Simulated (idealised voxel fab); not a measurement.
Process module, titled voxel transistor to metal
The width of the displayed cross-section, cut, is 270 nm; its cells are square, with a size of 5 nm.
In this document a cross-section is written as a grid of square cells. It is given as a series of bands, listed from the top down, and a band is one or more rows of cells. Band: top height; bottom height; in nm. Then, left to right: material with width in nm, for each material. "edge to edge": a single material spanning edge to edge. "blank": empty space. A quick word on heights: they are counted from 0, and under that level the wafer as it came to us is one material throughout. The lowest band is different from the rest in having no bottom; it simply continues downward, written as in "0 nm and below". Read "30->40" as a graded width: first number on top, second number at the bottom, same change between each pair of neighbouring rows. "left unchanged" means the step left every cell of the cross-section as it was. Under "Closed void listing" you'll find the enclosed gaps, the ones with no way out to the top, that are 8 cells or bigger; each reads width x height at distance, with distance counted from the left edge, everything in nm. Formally, on a step line, whatever follows the settings is a remark that the simulator itself makes on the step. A step line may carry the setting "overlay nm", which, for steps involving a mask, states the distance by which the mask lay to the right of its intended position; negative values denote displacement to the left.
Process steps foreseen in the plan
1. op RECEIVE | material Si
2. op OXIDIZE | depth nm 5
3. op CONFORMAL_DEP | material SiN | thk nm 10
4. op MASKED_ETCH | tone cover | mask id ACTIVE | width nm 110 | pitch nm 130 | etch materials SiN | depth nm 10 | overlay nm 0
5. op MASKED_ETCH | tone cover | mask id ACTIVE | width nm 110 | pitch nm 130 | etch materials SiO2 | depth nm 5 | overlay nm 0
6. op MASKED_ETCH | tone cover | mask id ACTIVE | width nm 110 | pitch nm 130 | etch materials Si | depth nm 20 | overlay nm 0
7. op FILL_DEP | material SiO2 | thk nm 5
8. op CMP | height nm 10
9. op SELECTIVE_ETCH | etch materials SiO2 | depth nm 5
10. op STRIP | etch materials SiN
11. op SELECTIVE_ETCH | etch materials SiO2 | depth nm 5
12. op OXIDIZE | depth nm 5
13. op DIRECTIONAL_DEP | material polySi | thk nm 25
14. op DIRECTIONAL_DEP | material SiCN | thk nm 10
15. op PATTERN | tone cover | mask id GATE | material resist | width nm 20 | pitch nm 130 | thk nm 20 | overlay nm 0
16. op DIRECTIONAL_ETCH | etch materials SiCN | depth nm 20
17. op DIRECTIONAL_ETCH | etch materials polySi | depth nm 35
18. op STRIP | etch materials resist
19. op CONFORMAL_DEP | material SiN | thk nm 5
20. op DIRECTIONAL_ETCH | etch materials SiN | depth nm 5
21. op DIRECTIONAL_ETCH | etch materials SiO2 | depth nm 5
22. op EPI | material SiGe | thk nm 5
23. op FILL_DEP | material SiO2 | thk nm 10
24. op CMP | height nm 30
25. op DIRECTIONAL_DEP | material SiO2 | thk nm 10
26. op PATTERN | tone open | mask id CONTACT | material resist | width nm 20 | thk nm 20 | overlay nm 0
27. op DIRECTIONAL_ETCH | etch materials SiO2 | depth nm 45
28. op STRIP | etch materials resist
29. op CONFORMAL_DEP | material TiN | thk nm 5
30. op FILL_DEP | material Ru | thk nm 10
31. op CMP | height nm 40
32. op DIRECTIONAL_DEP | material TiN | thk nm 5
33. op DIRECTIONAL_DEP | material W | thk nm 15
34. op PATTERN | tone cover | mask id METAL_1 | material resist | width nm 20 | thk nm 15 | overlay nm 0
35. op DIRECTIONAL_ETCH | etch materials W | depth nm 15
36. op DIRECTIONAL_ETCH | etch materials TiN | depth nm 5
37. op STRIP | etch materials resist
38. op CONFORMAL_DEP | material SiN | thk nm 5
39. op FILL_DEP | material SiO2 | thk nm 5
40. op CMP | height nm 60
41. op CONFORMAL_DEP | material SiN | thk nm 5
What sets these wafers apart? The width nm at step 26. They all start alike, and the plan carries the first wafer's value.
The as-received cross-section of the first of several wafers corresponds to the state after step 1
0 nm and below  Si edge to edge
Closed void listing: none
End of the module, past its last step, step 41: how the first of several wafers looks in cross-section
65 nm to 60 nm  SiN edge to edge
60 nm to 45 nm  SiO2 (20), then SiN (5), then W (20), then SiN (5), then SiO2 (40), then SiN (5), then W (20), then SiN (5), then SiO2 (30), then SiN (5), then W (20), then SiN (5), then SiO2 (40), then SiN (5), then W (20), then SiN (5), then SiO2 (20)
45 nm to 40 nm  SiN (25), then TiN (20), then SiN (50), then TiN (20), then SiN (40), then TiN (20), then SiN (50), then TiN (20), then SiN (25)
40 nm to 30 nm  SiO2 (30), then TiN (5), then Ru (10), then TiN (5), then SiO2 (40), then TiN (5), then Ru (10), then TiN (5), then SiO2 (50), then TiN (5), then Ru (10), then TiN (5), then SiO2 (40), then TiN (5), then Ru (10), then TiN (5), then SiO2 (30)
30 nm to 20 nm  SiO2 (30), then TiN (5), then Ru (10), then TiN (5), then SiO2 (5), then SiN (5), then SiCN (20), then SiN (5), then SiO2 (5), then TiN (5), then Ru (10), then TiN (5), then SiO2 (50), then TiN (5), then Ru (10), then TiN (5), then SiO2 (5), then SiN (5), then SiCN (20), then SiN (5), then SiO2 (5), then TiN (5), then Ru (10), then TiN (5), then SiO2 (30)
20 nm to 0 nm  SiO2 (30), then TiN (5), then Ru (10), then TiN (5), then SiO2 (5), then SiN (5), then polySi (20), then SiN (5), then SiO2 (5), then TiN (5), then Ru (10), then TiN (5), then SiO2 (50), then TiN (5), then Ru (10), then TiN (5), then SiO2 (5), then SiN (5), then polySi (20), then SiN (5), then SiO2 (5), then TiN (5), then Ru (10), then TiN (5), then SiO2 (30)
0 nm to -5 nm  SiO2 (10), then SiN (5), then SiO2 (15), then TiN (20), then SiO2 (5), then SiN (5), then polySi (20), then SiN (5), then SiO2 (5), then TiN (20), then SiO2 (15), then SiN (5), then SiO2 (10), then SiN (5), then SiO2 (15), then TiN (20), then SiO2 (5), then SiN (5), then polySi (20), then SiN (5), then SiO2 (5), then TiN (20), then SiO2 (15), then SiN (5), then SiO2 (10)
-5 nm to -10 nm  SiO2 (15), then SiGe (40), then SiO2 (30), then SiGe (40), then SiO2 (20), then SiGe (40), then SiO2 (30), then SiGe (40), then SiO2 (15)
-10 nm to -25 nm  SiO2 (15), then Si (110), then SiO2 (20), then Si (110), then SiO2 (15)
-25 nm and below  Si edge to edge
Closed void listing: none
Last wafer, end of module, cross-section
65 nm to 60 nm  SiN edge to edge
60 nm to 45 nm  SiO2 (20), then SiN (5), then W (20), then SiN (5), then SiO2 (40), then SiN (5), then W (20), then SiN (5), then SiO2 (30), then SiN (5), then W (20), then SiN (5), then SiO2 (40), then SiN (5), then W (20), then SiN (5), then SiO2 (20)
45 nm to 40 nm  SiN (25), then TiN (20), then SiN (50), then TiN (20), then SiN (40), then TiN (20), then SiN (50), then TiN (20), then SiN (25)
40 nm to 30 nm  SiO2 (20), then TiN (5), then Ru (35->25), then TiN (5->15), then SiO2 (15), then TiN (5->10), then Ru (35->30), then TiN (5), then SiO2 (25), then TiN (5), then Ru (35->25), then TiN (5->15), then SiO2 (15), then TiN (5->10), then Ru (35->30), then TiN (5), then SiO2 (15)
30 nm to 20 nm  SiO2 (20), then TiN (5), then Ru (25), then TiN (5), then SiN (5), then SiCN (20), then SiN (5), then TiN (5), then Ru (30), then TiN (5), then SiO2 (25), then TiN (5), then Ru (25), then TiN (5), then SiN (5), then SiCN (20), then SiN (5), then TiN (5), then Ru (30), then TiN (5), then SiO2 (15)
20 nm to 0 nm  SiO2 (20), then TiN (5), then Ru (25), then TiN (5), then SiN (5), then polySi (20), then SiN (5), then TiN (5), then Ru (30), then TiN (5), then SiO2 (25), then TiN (5), then Ru (25), then TiN (5), then SiN (5), then polySi (20), then SiN (5), then TiN (5), then Ru (30), then TiN (5), then SiO2 (15)
0 nm to -5 nm  SiO2 (10), then SiN (5), then SiO2 (5), then TiN (35), then SiN (5), then polySi (20), then SiN (5), then TiN (40), then SiN (5), then SiO2 (10), then SiN (5), then SiO2 (5), then TiN (35), then SiN (5), then polySi (20), then SiN (5), then TiN (40), then SiN (5), then SiO2 (10)
-5 nm to -10 nm  SiO2 (15), then SiGe (40), then SiO2 (30), then SiGe (40), then SiO2 (20), then SiGe (40), then SiO2 (30), then SiGe (40), then SiO2 (15)
-10 nm to -25 nm  SiO2 (15), then Si (110), then SiO2 (20), then Si (110), then SiO2 (15)
-25 nm and below  Si edge to edge
Closed void listing: none
Each row below is a wafer at the end of the module, listing for every material the number of cells it has gained (+) or lost (-) since it was received, followed by its closed voids
width nm 20, +64 Ru, -138 Si, +16 SiCN, +32 SiGe, +148 SiN, +396 SiO2, +96 TiN, +48 W, +40 polySi, Closed void listing: none
width nm 25, +96 Ru, -138 Si, +16 SiCN, +32 SiGe, +148 SiN, +360 SiO2, +100 TiN, +48 W, +40 polySi, Closed void listing: none
width nm 30, +128 Ru, -138 Si, +16 SiCN, +32 SiGe, +148 SiN, +324 SiO2, +104 TiN, +48 W, +40 polySi, Closed void listing: none
width nm 35, +146 Ru, -138 Si, +16 SiCN, +32 SiGe, +148 SiN, +302 SiO2, +108 TiN, +48 W, +40 polySi, Closed void listing: none
width nm 40, +164 Ru, -138 Si, +16 SiCN, +32 SiGe, +148 SiN, +280 SiO2, +112 TiN, +48 W, +40 polySi, Closed void listing: none
width nm 45, +182 Ru, -138 Si, +16 SiCN, +32 SiGe, +148 SiN, +258 SiO2, +116 TiN, +48 W, +40 polySi, Closed void listing: none
